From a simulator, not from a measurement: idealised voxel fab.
Presented below is a process module, voxel wiring stack.
The figure presents cross-section cut, which has a width of 230 nm and is divided into square cells with an edge length of 5 nm.
Cross-section format: a grid of square cells, given as bands from top to bottom; each band is one or more rows of cells. Per band: top height and bottom height in nm, followed by the left-to-right materials and their widths in nm; "all across" marks a single material spanning edge to edge, "blank" marks empty space. For the purposes of this specification, 0 denotes the height below which the wafer in its as-received condition is composed wholly of one material, and the lowermost band, lacking a lower limit, extends downward without end, as expressed in "0 nm and below". A width given as "30..40" starts at the first number in the band's top row and ends at the second number in its bottom row, shifting by an equal amount at every step from row to row. For the purposes of this document, the phrase "nothing changed" attached to a step denotes that no cell within the cross-section was modified by that step. The entry titled "Tabulated closed voids" provides the empty spaces that have no open way to the top, restricted to those of 8 cells or more. Each is presented as width x height at distance, the distance being measured from the left edge, with all three in nm. Read whatever lies past the settings on a step's line as the simulator's own remark about the step. overlay nm: mask right of planned place by this much (step with mask). Neg. = left.
[The steps planned for the process are as follows]
1: op RECEIVE | material Si
2: op CONFORMAL_DEP | material SiO2 | thk nm 15
3: op CONFORMAL_DEP | material SiN | thk nm 5
4: op DIRECTIONAL_DEP | material SiO2 | thk nm 20
5: op DIRECTIONAL_DEP | material aC | thk nm 10
6: op PATTERN | tone open | mask id METAL_1 | material resist | width nm 20 | pitch nm 50 | thk nm 25 | overlay nm 0
7: op DIRECTIONAL_ETCH | etch materials aC | depth nm 10
8: op STRIP | etch materials resist
9: op DIRECTIONAL_ETCH | etch materials SiO2 | depth nm 20
10: op DIRECTIONAL_ETCH | etch materials SiN | depth nm 5
11: op STRIP | etch materials aC
12: op CONFORMAL_DEP | material TiN | thk nm 5
13: op FILL_DEP | material W | thk nm 10
14: op CMP | height nm 40
15: op EPI | material Ru | thk nm 5
16: op FILL_DEP | material SiCN | thk nm 5
17: op DIRECTIONAL_DEP | material lowk | thk nm 30
18: op MASKED_ETCH | tone open | mask id METAL_2_HOLES | width nm 15 | pitch nm 50 | etch materials lowk | depth nm 30 | overlay nm 0
19: op MASKED_ETCH | tone open | mask id METAL_2 | width nm 20 | pitch nm 50 | etch materials lowk | depth nm 15 | overlay nm 0
20: op MASKED_ETCH | tone open | mask id METAL_2 | width nm 20 | pitch nm 50 | etch materials SiCN | depth nm 5 | overlay nm 0
21: op CONFORMAL_DEP | material TiN | thk nm 5
22: op FILL_DEP | material Cu | thk nm 5
23: op CMP | height nm 80
24: op CONFORMAL_DEP | material SiCN | thk nm 5
25: op DIRECTIONAL_DEP | material lowk | thk nm 25
26: op PATTERN | tone open | mask id METAL_3 | material resist | width nm 20 | pitch nm 50 | thk nm 20 | overlay nm 0
27: op DIRECTIONAL_ETCH | etch materials lowk | depth nm 15
28: op STRIP | etch materials resist
29: op PATTERN | tone open | mask id METAL_3_HOLES | material resist | width nm 15 | pitch nm 50 | thk nm 20 | overlay nm 0
30: op DIRECTIONAL_ETCH | etch materials lowk | depth nm 10
31: op DIRECTIONAL_ETCH | etch materials SiCN | depth nm 5
32: op STRIP | etch materials resist
33: op CONFORMAL_DEP | material TiN | thk nm 5
34: op FILL_DEP | material Ru | thk nm 10
35: op CMP | height nm 110
36: op CONFORMAL_DEP | material SiN | thk nm 5
[First of two wafers: run as planned]
[As received (post step 1): cross-section]
- 0 nm and below | Si all across
- Tabulated closed voids: none
[After step 2: wafer cross-section]
- 15 nm to 0 nm | SiO2 all across
- Under 0: no change, same as before.
[After step 3: wafer cross-section]
- 20 nm to 15 nm | SiN all across
- Under 15: no change, same as before.
[After step 4: wafer cross-section]
- 40 nm to 20 nm | SiO2 all across
- Under 20: no change, same as before.
[After step 5: wafer cross-section]
- 50 nm to 40 nm | aC all across
- Under 40: no change, same as before.
[After step 6: wafer cross-section]
- 75 nm to 50 nm | resist 80, blank 20, resist 30, blank 20, resist 80
- Under 50: no change, same as before.
[After step 7: wafer cross-section]
- 65 nm to 50 nm | resist 80, blank 20, resist 30, blank 20, resist 80
- 50 nm to 40 nm | aC 80, blank 20, aC 30, blank 20, aC 80
- Under 40: no change, same as before.
[After step 8: wafer cross-section]
- 50 nm to 40 nm | aC 80, blank 20, aC 30, blank 20, aC 80
- Under 40: no change, same as before.
[After step 9: wafer cross-section]
- 50 nm to 40 nm | aC 80, blank 20, aC 30, blank 20, aC 80
- 40 nm to 20 nm | SiO2 80, blank 20, SiO2 30, blank 20, SiO2 80
- Under 20: no change, same as before.
[After step 10: wafer cross-section]
- 50 nm to 40 nm | aC 80, blank 20, aC 30, blank 20, aC 80
- 40 nm to 20 nm | SiO2 80, blank 20, SiO2 30, blank 20, SiO2 80
- 20 nm to 15 nm | SiN 80, blank 20, SiN 30, blank 20, SiN 80
- Under 15: no change, same as before.
[After step 11: wafer cross-section]
- 40 nm to 20 nm | SiO2 80, blank 20, SiO2 30, blank 20, SiO2 80
- Under 20: no change, same as before.
[After step 12: wafer cross-section]
- 45 nm to 40 nm | TiN 85, blank 10, TiN 40, blank 10, TiN 85
- 40 nm to 20 nm | SiO2 80, TiN 5, blank 10, TiN 5, SiO2 30, TiN 5, blank 10, TiN 5, SiO2 80
- 20 nm to 15 nm | SiN 80, TiN 20, SiN 30, TiN 20, SiN 80
- Under 15: no change, same as before.
[After step 13: wafer cross-section]
- 55 nm to 45 nm | W all across
- 45 nm to 40 nm | TiN 85, W 10, TiN 40, W 10, TiN 85
- 40 nm to 20 nm | SiO2 80, TiN 5, W 10, TiN 5, SiO2 30, TiN 5, W 10, TiN 5, SiO2 80
- Under 20: no change, same as before.
[After step 14: wafer cross-section]
- 40 nm to 20 nm | SiO2 80, TiN 5, W 10, TiN 5, SiO2 30, TiN 5, W 10, TiN 5, SiO2 80
- Under 20: no change, same as before.
[After step 15: wafer cross-section]
- 45 nm to 40 nm | blank 75, Ru 30, blank 20, Ru 30, blank 75
- Under 40: no change, same as before.
[After step 16: wafer cross-section]
- 50 nm to 45 nm | SiCN all across
- 45 nm to 40 nm | SiCN 75, Ru 30, SiCN 20, Ru 30, SiCN 75
- Under 40: no change, same as before.
[After step 17: wafer cross-section]
- 80 nm to 50 nm | lowk all across
- Under 50: no change, same as before.
[After step 18: wafer cross-section]
- 80 nm to 50 nm | lowk 80, blank 15, lowk 35, blank 15, lowk 85
- Under 50: no change, same as before.
[After step 19: wafer cross-section]
- 80 nm to 65 nm | lowk 80, blank 20, lowk 30, blank 20, lowk 80
- Under 65: no change, same as before.
[After step 20: wafer cross-section]
- 80 nm to 65 nm | lowk 80, blank 20, lowk 30, blank 20, lowk 80
- 65 nm to 50 nm | lowk 80, blank 15, lowk 35, blank 15, lowk 85
- 50 nm to 45 nm | SiCN 80, blank 15, SiCN 35, blank 15, SiCN 85
- Under 45: no change, same as before.
[After step 21: wafer cross-section]
- 85 nm to 80 nm | TiN 85, blank 10, TiN 40, blank 10, TiN 85
- 80 nm to 70 nm | lowk 80, TiN 5, blank 10, TiN 5, lowk 30, TiN 5, blank 10, TiN 5, lowk 80
- 70 nm to 65 nm | lowk 80, TiN 5, blank 5, TiN 10, lowk 30, TiN 5, blank 5, TiN 10, lowk 80
- 65 nm to 50 nm | lowk 80, TiN 5, blank 5, TiN 5, lowk 35, TiN 5, blank 5, TiN 5, lowk 85
- 50 nm to 45 nm | SiCN 80, TiN 15, SiCN 35, TiN 15, SiCN 85
- Under 45: no change, same as before.
[After step 22: wafer cross-section]
- 90 nm to 85 nm | Cu all across
- 85 nm to 80 nm | TiN 85, Cu 10, TiN 40, Cu 10, TiN 85
- 80 nm to 70 nm | lowk 80, TiN 5, Cu 10, TiN 5, lowk 30, TiN 5, Cu 10, TiN 5, lowk 80
- 70 nm to 65 nm | lowk 80, TiN 5, Cu 5, TiN 10, lowk 30, TiN 5, Cu 5, TiN 10, lowk 80
- 65 nm to 50 nm | lowk 80, TiN 5, Cu 5, TiN 5, lowk 35, TiN 5, Cu 5, TiN 5, lowk 85
- Under 50: no change, same as before.
[After step 23: wafer cross-section]
- 80 nm to 70 nm | lowk 80, TiN 5, Cu 10, TiN 5, lowk 30, TiN 5, Cu 10, TiN 5, lowk 80
- Under 70: no change, same as before.
[After step 24: wafer cross-section]
- 85 nm to 80 nm | SiCN all across
- Under 80: no change, same as before.
[After step 25: wafer cross-section]
- 110 nm to 85 nm | lowk all across
- Under 85: no change, same as before.
[After step 26: wafer cross-section]
- 130 nm to 110 nm | resist 80, blank 20, resist 30, blank 20, resist 80
- Under 110: no change, same as before.
[After step 27: wafer cross-section]
- 130 nm to 110 nm | resist 80, blank 20, resist 30, blank 20, resist 80
- 110 nm to 95 nm | lowk 80, blank 20, lowk 30, blank 20, lowk 80
- Under 95: no change, same as before.
[After step 28: wafer cross-section]
- 110 nm to 95 nm | lowk 80, blank 20, lowk 30, blank 20, lowk 80
- Under 95: no change, same as before.
[After step 29: wafer cross-section]
- 130 nm to 110 nm | resist 80, blank 15, resist 35, blank 15, resist 85
- 110 nm to 95 nm | lowk 80, blank 15, resist 5, lowk 30, blank 15, resist 5, lowk 80
- Under 95: no change, same as before.
[After step 30: wafer cross-section]
- 130 nm to 110 nm | resist 80, blank 15, resist 35, blank 15, resist 85
- 110 nm to 95 nm | lowk 80, blank 15, resist 5, lowk 30, blank 15, resist 5, lowk 80
- 95 nm to 85 nm | lowk 80, blank 15, lowk 35, blank 15, lowk 85
- Under 85: no change, same as before.
[After step 31: wafer cross-section]
- 130 nm to 110 nm | resist 80, blank 15, resist 35, blank 15, resist 85
- 110 nm to 95 nm | lowk 80, blank 15, resist 5, lowk 30, blank 15, resist 5, lowk 80
- 95 nm to 85 nm | lowk 80, blank 15, lowk 35, blank 15, lowk 85
- 85 nm to 80 nm | SiCN 80, blank 15, SiCN 35, blank 15, SiCN 85
- Under 80: no change, same as before.
[After step 32: wafer cross-section]
- 110 nm to 95 nm | lowk 80, blank 20, lowk 30, blank 20, lowk 80
- Under 95: no change, same as before.
[After step 33: wafer cross-section]
- 115 nm to 110 nm | TiN 85, blank 10, TiN 40, blank 10, TiN 85
- 110 nm to 100 nm | lowk 80, TiN 5, blank 10, TiN 5, lowk 30, TiN 5, blank 10, TiN 5, lowk 80
- 100 nm to 95 nm | lowk 80, TiN 5, blank 5, TiN 10, lowk 30, TiN 5, blank 5, TiN 10, lowk 80
- 95 nm to 85 nm | lowk 80, TiN 5, blank 5, TiN 5, lowk 35, TiN 5, blank 5, TiN 5, lowk 85
- 85 nm to 80 nm | SiCN 80, TiN 15, SiCN 35, TiN 15, SiCN 85
- Under 80: no change, same as before.
[After step 34: wafer cross-section]
- 125 nm to 115 nm | Ru all across
- 115 nm to 110 nm | TiN 85, Ru 10, TiN 40, Ru 10, TiN 85
- 110 nm to 100 nm | lowk 80, TiN 5, Ru 10, TiN 5, lowk 30, TiN 5, Ru 10, TiN 5, lowk 80
- 100 nm to 95 nm | lowk 80, TiN 5, Ru 5, TiN 10, lowk 30, TiN 5, Ru 5, TiN 10, lowk 80
- 95 nm to 85 nm | lowk 80, TiN 5, Ru 5, TiN 5, lowk 35, TiN 5, Ru 5, TiN 5, lowk 85
- Under 85: no change, same as before.
[After step 35: wafer cross-section]
- 110 nm to 100 nm | lowk 80, TiN 5, Ru 10, TiN 5, lowk 30, TiN 5, Ru 10, TiN 5, lowk 80
- Under 100: no change, same as before.
[After step 36: wafer cross-section]
- 115 nm to 110 nm | SiN all across
- Under 110: no change, same as before.
[Regarding the second of the two wafers: it shared the first wafer's starting condition and process plan, yet one error occurred during its execution. Its history coincides with that of the first wafer up to and including step 11]
[Cross-sectional view of the second wafer at the intended end time of process step 12]
- 45 nm to 40 nm | SiN 85, blank 10, SiN 40, blank 10, SiN 85
- 40 nm to 20 nm | SiO2 80, SiN 5, blank 10, SiN 5, SiO2 30, SiN 5, blank 10, SiN 5, SiO2 80
- 20 nm to 15 nm | SiN all across
- Under 15: no change, same as before.
[Cross-sectional view of the second wafer at the intended end time of process step 13]
- 55 nm to 45 nm | W all across
- 45 nm to 40 nm | SiN 85, W 10, SiN 40, W 10, SiN 85
- 40 nm to 20 nm | SiO2 80, SiN 5, W 10, SiN 5, SiO2 30, SiN 5, W 10, SiN 5, SiO2 80
- Under 20: no change, same as before.
[Cross-sectional view of the second wafer at the intended end time of process step 14]
- 40 nm to 20 nm | SiO2 80, SiN 5, W 10, SiN 5, SiO2 30, SiN 5, W 10, SiN 5, SiO2 80
- Under 20: no change, same as before.
[Cross-sectional view of the second wafer at the intended end time of process step 15]
- 45 nm to 40 nm | blank 80, Ru 20, blank 30, Ru 20, blank 80
- Under 40: no change, same as before.
[Cross-sectional view of the second wafer at the intended end time of process step 16]
- 50 nm to 45 nm | SiCN all across
- 45 nm to 40 nm | SiCN 80, Ru 20, SiCN 30, Ru 20, SiCN 80
- Under 40: no change, same as before.
[Cross-sectional view of the second wafer at the intended end time of process step 17]
- 80 nm to 50 nm | lowk all across
- Under 50: no change, same as before.
[Cross-sectional view of the second wafer at the intended end time of process step 18]
- 80 nm to 50 nm | lowk 80, blank 15, lowk 35, blank 15, lowk 85
- Under 50: no change, same as before.
[Cross-sectional view of the second wafer at the intended end time of process step 19]
- 80 nm to 65 nm | lowk 80, blank 20, lowk 30, blank 20, lowk 80
- Under 65: no change, same as before.
[Cross-sectional view of the second wafer at the intended end time of process step 20]
- 80 nm to 65 nm | lowk 80, blank 20, lowk 30, blank 20, lowk 80
- 65 nm to 50 nm | lowk 80, blank 15, lowk 35, blank 15, lowk 85
- 50 nm to 45 nm | SiCN 80, blank 15, SiCN 35, blank 15, SiCN 85
- Under 45: no change, same as before.
[Cross-sectional view of the second wafer at the intended end time of process step 21]
- 85 nm to 80 nm | TiN 85, blank 10, TiN 40, blank 10, TiN 85
- 80 nm to 70 nm | lowk 80, TiN 5, blank 10, TiN 5, lowk 30, TiN 5, blank 10, TiN 5, lowk 80
- 70 nm to 65 nm | lowk 80, TiN 5, blank 5, TiN 10, lowk 30, TiN 5, blank 5, TiN 10, lowk 80
- 65 nm to 50 nm | lowk 80, TiN 5, blank 5, TiN 5, lowk 35, TiN 5, blank 5, TiN 5, lowk 85
- 50 nm to 45 nm | SiCN 80, TiN 15, SiCN 35, TiN 15, SiCN 85
- Under 45: no change, same as before.
[Cross-sectional view of the second wafer at the intended end time of process step 22]
- 90 nm to 85 nm | Cu all across
- 85 nm to 80 nm | TiN 85, Cu 10, TiN 40, Cu 10, TiN 85
- 80 nm to 70 nm | lowk 80, TiN 5, Cu 10, TiN 5, lowk 30, TiN 5, Cu 10, TiN 5, lowk 80
- 70 nm to 65 nm | lowk 80, TiN 5, Cu 5, TiN 10, lowk 30, TiN 5, Cu 5, TiN 10, lowk 80
- 65 nm to 50 nm | lowk 80, TiN 5, Cu 5, TiN 5, lowk 35, TiN 5, Cu 5, TiN 5, lowk 85
- Under 50: no change, same as before.
[Cross-sectional view of the second wafer at the intended end time of process step 23]
- 80 nm to 70 nm | lowk 80, TiN 5, Cu 10, TiN 5, lowk 30, TiN 5, Cu 10, TiN 5, lowk 80
- Under 70: no change, same as before.
[Cross-sectional view of the second wafer at the intended end time of process step 24]
- 85 nm to 80 nm | SiCN all across
- Under 80: no change, same as before.
[Cross-sectional view of the second wafer at the intended end time of process step 25]
- 110 nm to 85 nm | lowk all across
- Under 85: no change, same as before.
[Cross-sectional view of the second wafer at the intended end time of process step 26]
- 130 nm to 110 nm | resist 80, blank 20, resist 30, blank 20, resist 80
- Under 110: no change, same as before.
[Cross-sectional view of the second wafer at the intended end time of process step 27]
- 130 nm to 110 nm | resist 80, blank 20, resist 30, blank 20, resist 80
- 110 nm to 95 nm | lowk 80, blank 20, lowk 30, blank 20, lowk 80
- Under 95: no change, same as before.
[Cross-sectional view of the second wafer at the intended end time of process step 28]
- 110 nm to 95 nm | lowk 80, blank 20, lowk 30, blank 20, lowk 80
- Under 95: no change, same as before.
[Cross-sectional view of the second wafer at the intended end time of process step 29]
- 130 nm to 110 nm | resist 80, blank 15, resist 35, blank 15, resist 85
- 110 nm to 95 nm | lowk 80, blank 15, resist 5, lowk 30, blank 15, resist 5, lowk 80
- Under 95: no change, same as before.
[Cross-sectional view of the second wafer at the intended end time of process step 30]
- 130 nm to 110 nm | resist 80, blank 15, resist 35, blank 15, resist 85
- 110 nm to 95 nm | lowk 80, blank 15, resist 5, lowk 30, blank 15, resist 5, lowk 80
- 95 nm to 85 nm | lowk 80, blank 15, lowk 35, blank 15, lowk 85
- Under 85: no change, same as before.
[Cross-sectional view of the second wafer at the intended end time of process step 31]
- 130 nm to 110 nm | resist 80, blank 15, resist 35, blank 15, resist 85
- 110 nm to 95 nm | lowk 80, blank 15, resist 5, lowk 30, blank 15, resist 5, lowk 80
- 95 nm to 85 nm | lowk 80, blank 15, lowk 35, blank 15, lowk 85
- 85 nm to 80 nm | SiCN 80, blank 15, SiCN 35, blank 15, SiCN 85
- Under 80: no change, same as before.
[Cross-sectional view of the second wafer at the intended end time of process step 32]
- 110 nm to 95 nm | lowk 80, blank 20, lowk 30, blank 20, lowk 80
- Under 95: no change, same as before.
[Cross-sectional view of the second wafer at the intended end time of process step 33]
- 115 nm to 110 nm | TiN 85, blank 10, TiN 40, blank 10, TiN 85
- 110 nm to 100 nm | lowk 80, TiN 5, blank 10, TiN 5, lowk 30, TiN 5, blank 10, TiN 5, lowk 80
- 100 nm to 95 nm | lowk 80, TiN 5, blank 5, TiN 10, lowk 30, TiN 5, blank 5, TiN 10, lowk 80
- 95 nm to 85 nm | lowk 80, TiN 5, blank 5, TiN 5, lowk 35, TiN 5, blank 5, TiN 5, lowk 85
- 85 nm to 80 nm | SiCN 80, TiN 15, SiCN 35, TiN 15, SiCN 85
- Under 80: no change, same as before.
[Cross-sectional view of the second wafer at the intended end time of process step 34]
- 125 nm to 115 nm | Ru all across
- 115 nm to 110 nm | TiN 85, Ru 10, TiN 40, Ru 10, TiN 85
- 110 nm to 100 nm | lowk 80, TiN 5, Ru 10, TiN 5, lowk 30, TiN 5, Ru 10, TiN 5, lowk 80
- 100 nm to 95 nm | lowk 80, TiN 5, Ru 5, TiN 10, lowk 30, TiN 5, Ru 5, TiN 10, lowk 80
- 95 nm to 85 nm | lowk 80, TiN 5, Ru 5, TiN 5, lowk 35, TiN 5, Ru 5, TiN 5, lowk 85
- Under 85: no change, same as before.
[Cross-sectional view of the second wafer at the intended end time of process step 35]
- 110 nm to 100 nm | lowk 80, TiN 5, Ru 10, TiN 5, lowk 30, TiN 5, Ru 10, TiN 5, lowk 80
- Under 100: no change, same as before.
[Cross-sectional view of the second wafer at the intended end time of process step 36]
- 115 nm to 110 nm | SiN all across
- Under 110: no change, same as before.
What was the processing mistake? step 12 deviated from plan and actually ran as op CONFORMAL_DEP | material SiN | thk nm 5
Final comparison by cell count, materials where the second wafer has more or fewer than the first: 4 fewer of Ru | 4 more of SiCN | 24 more of SiN | 24 fewer of TiN
